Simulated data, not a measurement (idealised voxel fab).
Name of the process module below: voxel fin reveal
Cross-section cut spans 270 nm and uses square cells 5 nm in size.
If you're reading a cross-section in this doc, picture square cells in a grid; it comes to you as bands, top ones listed first down to the bottom, and a band can be one or more rows of cells.
Look at the band entry: it leads with the top's height and the bottom's height in nm. Then it lists the materials left to right, with a width in nm for each. The word "full width" on a single material says that material fills the band edge to edge. The word "air" is empty space.
Height datum 0, below which the as-received substrate wafer is one material. Lowest band open at the bottom, running downward: "top 0, no bottom".
You'd read "30..40" like this: the band's top row of cells is as wide as the first number, its bottom row is as wide as the second, and going down, every row changes width by the same amount as the row before did.
"nothing altered" for a step: no cell of the cross-section changed in that step.
"Encapsulated voids" specifies each empty space that is not open to the top and that occupies no fewer than 8 cells, using the form width x height at distance, the distance measured from the left edge and all three quantities in nm.
Note: text after step settings on the step line = simulator remark on that step.
What "overlay nm" on a step's line means: if the step has a mask, that mask lay this far to the right of its planned place, or, when the value is negative, to the left.

[Here's what the planned process steps look like]
1 RECEIVE | material Si
2 CONFORMAL_DEP | material SiN | thk nm 5
3 PATTERN | tone cover | mask id FINS | material resist | width nm 15 | pitch nm 40 | thk nm 15 | overlay nm 0
4 DIRECTIONAL_ETCH | etch materials SiN | depth nm 5
5 DIRECTIONAL_ETCH | etch materials Si | depth nm 40
6 STRIP | etch materials resist
7 OXIDIZE | depth nm 5
8 FILL_DEP | material SiO2 | thk nm 10
9 CMP | height nm 5
10 SELECTIVE_ETCH | etch materials SiO2 | depth nm 30
11 STRIP | etch materials SiN

[First of two wafers: run as planned]

[This is the cross-section of the wafer as we received it, i.e. after step 1]
  top 0, no bottom  Si full width
  Encapsulated voids: none

[The wafer in cross-section once step 2 is complete]
  top 5, bottom 0  SiN full width
  Everything under 0 stays put, no change at all.

[The wafer in cross-section once step 3 is complete]
  top 20, bottom 5  65 air / 15 resist / 25 air / 15 resist / 25 air / 15 resist / 25 air / 15 resist / 70 air
  Everything under 5 stays put, no change at all.

[The wafer in cross-section once step 4 is complete]
  top 20, bottom 5  65 air / 15 resist / 25 air / 15 resist / 25 air / 15 resist / 25 air / 15 resist / 70 air
  top 5, bottom 0  65 air / 15 SiN / 25 air / 15 SiN / 25 air / 15 SiN / 25 air / 15 SiN / 70 air
  Everything under 0 stays put, no change at all.

[The wafer in cross-section once step 5 is complete]
  top 20, bottom 5  65 air / 15 resist / 25 air / 15 resist / 25 air / 15 resist / 25 air / 15 resist / 70 air
  top 5, bottom 0  65 air / 15 SiN / 25 air / 15 SiN / 25 air / 15 SiN / 25 air / 15 SiN / 70 air
  top 0, bottom -40  65 air / 15 Si / 25 air / 15 Si / 25 air / 15 Si / 25 air / 15 Si / 70 air
  Everything under -40 stays put, no change at all.

[The wafer in cross-section once step 6 is complete]
  top 5, bottom 0  65 air / 15 SiN / 25 air / 15 SiN / 25 air / 15 SiN / 25 air / 15 SiN / 70 air
  Everything under 0 stays put, no change at all.

[The wafer in cross-section once step 7 is complete]
  top 5, bottom 0  65 air / 15 SiN / 25 air / 15 SiN / 25 air / 15 SiN / 25 air / 15 SiN / 70 air
  top 0, bottom -40  65 air / 5 SiO2 / 5 Si / 5 SiO2 / 25 air / 5 SiO2 / 5 Si / 5 SiO2 / 25 air / 5 SiO2 / 5 Si / 5 SiO2 / 25 air / 5 SiO2 / 5 Si / 5 SiO2 / 70 air
  top -40, bottom -45  70 SiO2 / 5 Si / 35 SiO2 / 5 Si / 35 SiO2 / 5 Si / 35 SiO2 / 5 Si / 75 SiO2
  Everything under -45 stays put, no change at all.

[The wafer in cross-section once step 8 is complete]
  top 15, bottom 5  SiO2 full width
  top 5, bottom 0  65 SiO2 / 15 SiN / 25 SiO2 / 15 SiN / 25 SiO2 / 15 SiN / 25 SiO2 / 15 SiN / 70 SiO2
  top 0, bottom -45  70 SiO2 / 5 Si / 35 SiO2 / 5 Si / 35 SiO2 / 5 Si / 35 SiO2 / 5 Si / 75 SiO2
  Everything under -45 stays put, no change at all.

[The wafer in cross-section once step 9 is complete]
  top 5, bottom 0  65 SiO2 / 15 SiN / 25 SiO2 / 15 SiN / 25 SiO2 / 15 SiN / 25 SiO2 / 15 SiN / 70 SiO2
  Everything under 0 stays put, no change at all.

[The wafer in cross-section once step 10 is complete]
  top 5, bottom 0  65 air / 15 SiN / 25 air / 15 SiN / 25 air / 15 SiN / 25 air / 15 SiN / 70 air
  top 0, bottom -25  70 air / 5 Si / 35 air / 5 Si / 35 air / 5 Si / 35 air / 5 Si / 75 air
  Everything under -25 stays put, no change at all.

[The wafer in cross-section once step 11 is complete]
  top 0, bottom -25  70 air / 5 Si / 35 air / 5 Si / 35 air / 5 Si / 35 air / 5 Si / 75 air
  Everything under -25 stays put, no change at all.

[For the second wafer, take the first wafer's start and plan, then add one mistake made in running it; everything through step 2, that step included, is shared with the first]

[Second wafer, section view, time point: scheduled end of step 3]
  top 20, bottom 5  60 air / 25 resist / 15 air / 25 resist / 15 air / 25 resist / 15 air / 25 resist / 65 air
  Everything under 5 stays put, no change at all.

[Second wafer, section view, time point: scheduled end of step 4]
  top 20, bottom 5  60 air / 25 resist / 15 air / 25 resist / 15 air / 25 resist / 15 air / 25 resist / 65 air
  top 5, bottom 0  60 air / 25 SiN / 15 air / 25 SiN / 15 air / 25 SiN / 15 air / 25 SiN / 65 air
  Everything under 0 stays put, no change at all.

[Second wafer, section view, time point: scheduled end of step 5]
  top 20, bottom 5  60 air / 25 resist / 15 air / 25 resist / 15 air / 25 resist / 15 air / 25 resist / 65 air
  top 5, bottom 0  60 air / 25 SiN / 15 air / 25 SiN / 15 air / 25 SiN / 15 air / 25 SiN / 65 air
  top 0, bottom -40  60 air / 25 Si / 15 air / 25 Si / 15 air / 25 Si / 15 air / 25 Si / 65 air
  Everything under -40 stays put, no change at all.

[Second wafer, section view, time point: scheduled end of step 6]
  top 5, bottom 0  60 air / 25 SiN / 15 air / 25 SiN / 15 air / 25 SiN / 15 air / 25 SiN / 65 air
  Everything under 0 stays put, no change at all.

[Second wafer, section view, time point: scheduled end of step 7]
  top 5, bottom 0  60 air / 25 SiN / 15 air / 25 SiN / 15 air / 25 SiN / 15 air / 25 SiN / 65 air
  top 0, bottom -40  60 air / 5 SiO2 / 15 Si / 5 SiO2 / 15 air / 5 SiO2 / 15 Si / 5 SiO2 / 15 air / 5 SiO2 / 15 Si / 5 SiO2 / 15 air / 5 SiO2 / 15 Si / 5 SiO2 / 65 air
  top -40, bottom -45  65 SiO2 / 15 Si / 25 SiO2 / 15 Si / 25 SiO2 / 15 Si / 25 SiO2 / 15 Si / 70 SiO2
  Everything under -45 stays put, no change at all.

[Second wafer, section view, time point: scheduled end of step 8]
  top 15, bottom 5  SiO2 full width
  top 5, bottom 0  60 SiO2 / 25 SiN / 15 SiO2 / 25 SiN / 15 SiO2 / 25 SiN / 15 SiO2 / 25 SiN / 65 SiO2
  top 0, bottom -45  65 SiO2 / 15 Si / 25 SiO2 / 15 Si / 25 SiO2 / 15 Si / 25 SiO2 / 15 Si / 70 SiO2
  Everything under -45 stays put, no change at all.

[Second wafer, section view, time point: scheduled end of step 9]
  top 5, bottom 0  60 SiO2 / 25 SiN / 15 SiO2 / 25 SiN / 15 SiO2 / 25 SiN / 15 SiO2 / 25 SiN / 65 SiO2
  Everything under 0 stays put, no change at all.

[Second wafer, section view, time point: scheduled end of step 10]
  top 5, bottom 0  60 air / 25 SiN / 15 air / 25 SiN / 15 air / 25 SiN / 15 air / 25 SiN / 65 air
  top 0, bottom -25  65 air / 15 Si / 25 air / 15 Si / 25 air / 15 Si / 25 air / 15 Si / 70 air
  Everything under -25 stays put, no change at all.

[Second wafer, section view, time point: scheduled end of step 11]
  top 0, bottom -25  65 air / 15 Si / 25 air / 15 Si / 25 air / 15 Si / 25 air / 15 Si / 70 air
  Everything under -25 stays put, no change at all.
So what did we get wrong on this run? step 3 changed vs plan, executed as PATTERN | tone cover | mask id FINS | material resist | width nm 25 | pitch nm 40 | thk nm 15 | overlay nm 0
In the final state, the cell counts of the second wafer exceed or fall short of those of the first for the following materials: Si +72 | SiO2 -32
